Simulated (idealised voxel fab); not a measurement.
The process module that follows is named voxel transistor to metal.
In the cross-section labelled cut, the width is 210 nm and each square cell is 5 nm.
Cross-section layout: square cells on a grid; listed as bands, top to bottom; a band spans one or more cell rows. The band entry comprises the height of the band's top followed by the height of its bottom, expressed in nm, and subsequently the band's materials from left to right, each stated together with its width in nm. Where a single material is marked with the word "all across", that material fills the band from edge to edge. The word "empty" represents empty space. Heights are expressed relative to 0, this being the level below which the as-received wafer comprises one material exclusively. The lowest band is unbounded in the downward direction and is denoted as in "0..down". The two numbers in a width such as "30 to 40" mark its ends across the band: the first belongs to the top row of cells, the second to the bottom row, and from each row to the next the width moves by the same amount. The cross-section has no changed cell in any step marked "nothing got changed". The list in "Tabulated closed voids" covers empty spaces of 8 cells or more that cannot reach the top through any open way, and it gives each as width x height at distance; the distance is from the left edge, and width, height and distance are in nm. Formally, on a step line, whatever follows the settings is a remark that the simulator itself makes on the step. A step line may carry the setting "overlay nm", which, for steps involving a mask, states the distance by which the mask lay to the right of its intended position; negative values denote displacement to the left.

-- So here's the lineup of process steps we planned
| 1 | RECEIVE | material Si |
| 2 | CONFORMAL_DEP | material SiO2 | thk nm 5 |
| 3 | CONFORMAL_DEP | material SiN | thk nm 15 |
| 4 | MASKED_ETCH | tone cover | mask id ACTIVE | width nm 120 | etch materials SiN | depth nm 15 | overlay nm 0 |
| 5 | MASKED_ETCH | tone cover | mask id ACTIVE | width nm 120 | etch materials SiO2 | depth nm 5 | overlay nm -15 |
| 6 | MASKED_ETCH | tone cover | mask id ACTIVE | width nm 120 | etch materials Si | depth nm 35 | overlay nm 0 |
| 7 | FILL_DEP | material SiO2 | thk nm 10 |
| 8 | CMP | height nm 20 |
| 9 | SELECTIVE_ETCH | etch materials SiO2 | depth nm 5 |
| 10 | STRIP | etch materials SiN |
| 11 | SELECTIVE_ETCH | etch materials SiO2 | depth nm 5 |
| 12 | OXIDIZE | depth nm 5 |
| 13 | DIRECTIONAL_DEP | material polySi | thk nm 25 |
| 14 | DIRECTIONAL_DEP | material SiCN | thk nm 15 |
| 15 | MASKED_ETCH | tone cover | mask id GATE | width nm 30 | etch materials SiCN | depth nm 25 | overlay nm 0 |
| 16 | MASKED_ETCH | tone cover | mask id GATE | width nm 30 | etch materials polySi | depth nm 35 | overlay nm 0 |
| 17 | CONFORMAL_DEP | material SiN | thk nm 10 |
| 18 | DIRECTIONAL_ETCH | etch materials SiN | depth nm 10 |
| 19 | DIRECTIONAL_ETCH | etch materials SiO2 | depth nm 5 |
| 20 | EPI | material SiGe | thk nm 5 |
| 21 | FILL_DEP | material SiO2 | thk nm 10 |
| 22 | CMP | height nm 25 |
| 23 | STRIP | etch materials polySi |
| 24 | SELECTIVE_ETCH | etch materials SiO2 | depth nm 5 |
| 25 | CONFORMAL_DEP | material HfO2 | thk nm 5 |
| 26 | CONFORMAL_DEP | material TiN | thk nm 5 |
| 27 | FILL_DEP | material W | thk nm 10 |
| 28 | CMP | height nm 20 |
| 29 | DIRECTIONAL_DEP | material SiO2 | thk nm 15 |
| 30 | PATTERN | tone open | mask id CONTACT | material resist | width nm 15 | pitch nm 85 | thk nm 15 | overlay nm 0 |
| 31 | DIRECTIONAL_ETCH | etch materials SiO2 | depth nm 35 |
| 32 | STRIP | etch materials resist |
| 33 | CONFORMAL_DEP | material TiN | thk nm 5 |
| 34 | FILL_DEP | material W | thk nm 5 |
| 35 | CMP | height nm 35 |
| 36 | CONFORMAL_DEP | material SiCN | thk nm 5 |
| 37 | DIRECTIONAL_DEP | material SiO2 | thk nm 15 |
| 38 | MASKED_ETCH | tone open | mask id METAL_1 | width nm 15 | pitch nm 85 | etch materials SiO2 | depth nm 15 | overlay nm 0 |
| 39 | MASKED_ETCH | tone open | mask id METAL_1 | width nm 15 | pitch nm 85 | etch materials SiCN | depth nm 5 | overlay nm 0 |
| 40 | CONFORMAL_DEP | material TiN | thk nm 5 |
| 41 | FILL_DEP | material Cu | thk nm 10 |
| 42 | CMP | height nm 55 |
| 43 | CONFORMAL_DEP | material SiCN | thk nm 5 |
| 44 | DIRECTIONAL_DEP | material SiO2 | thk nm 30 |
| 45 | DIRECTIONAL_DEP | material aC | thk nm 15 |
| 46 | PATTERN | tone open | mask id METAL_2 | material resist | width nm 15 | pitch nm 85 | thk nm 35 | overlay nm 0 |
| 47 | DIRECTIONAL_ETCH | etch materials aC | depth nm 15 |
| 48 | STRIP | etch materials resist |
| 49 | DIRECTIONAL_ETCH | etch materials SiO2 | depth nm 15 |
| 50 | STRIP | etch materials aC |
| 51 | PATTERN | tone open | mask id METAL_2_HOLES | material resist | width nm 15 | pitch nm 85 | thk nm 20 | overlay nm 0 |
| 52 | DIRECTIONAL_ETCH | etch materials SiO2 | depth nm 15 |
| 53 | DIRECTIONAL_ETCH | etch materials SiCN | depth nm 5 |
| 54 | STRIP | etch materials resist |
| 55 | CONFORMAL_DEP | material TiN | thk nm 5 |
| 56 | FILL_DEP | material Cu | thk nm 10 |
| 57 | CMP | height nm 90 |
| 58 | CONFORMAL_DEP | material SiN | thk nm 5 |
Variable across wafers: step 5 overlay nm (plan value is that of the first wafer; starting state common to all).

-- First of several wafers, received after step 1, in cross-section
  0..down: Si all across
  Tabulated closed voids: none

-- Depicted here is the first of several wafers in cross-section, at module completion following the last step, step 58
  95..90: SiN all across
  90..60: SiO2 (55), TiN (5), Cu (5), TiN (5), SiO2 (70), TiN (5), Cu (5), TiN (5), SiO2 (55)
  60..55: SiCN (55), TiN (15), SiCN (70), TiN (15), SiCN (55)
  55..40: SiO2 (55), TiN (5), Cu (5), TiN (5), SiO2 (70), TiN (5), Cu (5), TiN (5), SiO2 (55)
  40..35: SiCN (55), TiN (15), SiCN (70), TiN (15), SiCN (55)
  35..20: SiO2 (55), TiN (5), W (5), TiN (5), SiO2 (70), TiN (5), W (5), TiN (5), SiO2 (55)
  20..10: SiO2 (55), TiN (5), W (5), TiN (5), SiO2 (10), SiN (10), HfO2 (5), TiN (5), W (10), TiN (5), HfO2 (5), SiN (10), SiO2 (10), TiN (5), W (5), TiN (5), SiO2 (55)
  10..5: SiO2 (40), SiN (10), SiO2 (5), TiN (5), W (5), TiN (5), SiO2 (10), SiN (10), HfO2 (5), TiN (5), W (10), TiN (5), HfO2 (5), SiN (10), SiO2 (10), TiN (5), W (5), TiN (5), SiO2 (5), SiN (10), SiO2 (40)
  5..0: SiO2 (40), SiN (10), SiO2 (5), TiN (15), SiO2 (10), SiN (10), HfO2 (5), TiN (20), HfO2 (5), SiN (10), SiO2 (10), TiN (15), SiO2 (5), SiN (10), SiO2 (40)
  0..-5: SiO2 (30), Si (5), SiO2 (15), SiGe (30), SiO2 (5), HfO2 (40), SiO2 (5), SiGe (30), SiO2 (50)
  -5..-35: SiO2 (30), Si (135), SiO2 (45)
  -35..down: Si all across
  Tabulated closed voids: none

-- End of module: cross-section, last of several wafers
  95..90: SiN all across
  90..60: SiO2 (55), TiN (5), Cu (5), TiN (5), SiO2 (70), TiN (5), Cu (5), TiN (5), SiO2 (55)
  60..55: SiCN (55), TiN (15), SiCN (70), TiN (15), SiCN (55)
  55..40: SiO2 (55), TiN (5), Cu (5), TiN (5), SiO2 (70), TiN (5), Cu (5), TiN (5), SiO2 (55)
  40..35: SiCN (55), TiN (15), SiCN (70), TiN (15), SiCN (55)
  35..20: SiO2 (55), TiN (5), W (5), TiN (5), SiO2 (70), TiN (5), W (5), TiN (5), SiO2 (55)
  20..10: SiO2 (55), TiN (5), W (5), TiN (5), SiO2 (10), SiN (10), HfO2 (5), TiN (5), W (10), TiN (5), HfO2 (5), SiN (10), SiO2 (10), TiN (5), W (5), TiN (5), SiO2 (55)
  10..5: SiO2 (40), SiN (10), SiO2 (5), TiN (5), W (5), TiN (5), SiO2 (10), SiN (10), HfO2 (5), TiN (5), W (10), TiN (5), HfO2 (5), SiN (10), SiO2 (10), TiN (5), W (5), TiN (5), SiO2 (5), SiN (10), SiO2 (40)
  5..0: SiO2 (40), SiN (10), SiO2 (5), TiN (15), SiO2 (10), SiN (10), HfO2 (5), TiN (20), HfO2 (5), SiN (10), SiO2 (10), TiN (15), SiO2 (5), SiN (10), SiO2 (40)
  0..-5: SiO2 (50), SiGe (30), SiO2 (5), HfO2 (40), SiO2 (5), SiGe (30), SiO2 (15), Si (5), SiO2 (30)
  -5..-35: SiO2 (45), Si (135), SiO2 (30)
  -35..down: Si all across
  Tabulated closed voids: none

-- Gained (+) or lost (-) cells of each material since receipt, then closed voids: one row per wafer, at the end of the module
overlay nm -15; +18 Cu; +16 HfO2; -131 Si; +72 SiCN; +12 SiGe; +66 SiN; +639 SiO2; +88 TiN; +18 W; Tabulated closed voids: none
overlay nm -10; +18 Cu; +16 HfO2; -138 Si; +72 SiCN; +12 SiGe; +66 SiN; +646 SiO2; +88 TiN; +18 W; Tabulated closed voids: none
overlay nm -5; +18 Cu; +16 HfO2; -144 Si; +72 SiCN; +12 SiGe; +66 SiN; +652 SiO2; +88 TiN; +18 W; Tabulated closed voids: none
overlay nm 0; +18 Cu; +16 HfO2; -150 Si; +72 SiCN; +12 SiGe; +66 SiN; +658 SiO2; +88 TiN; +18 W; Tabulated closed voids: none
overlay nm 5; +18 Cu; +16 HfO2; -144 Si; +72 SiCN; +12 SiGe; +66 SiN; +652 SiO2; +88 TiN; +18 W; Tabulated closed voids: none
overlay nm 10; +18 Cu; +16 HfO2; -138 Si; +72 SiCN; +12 SiGe; +66 SiN; +646 SiO2; +88 TiN; +18 W; Tabulated closed voids: none
overlay nm 15; +18 Cu; +16 HfO2; -131 Si; +72 SiCN; +12 SiGe; +66 SiN; +639 SiO2; +88 TiN; +18 W; Tabulated closed voids: none
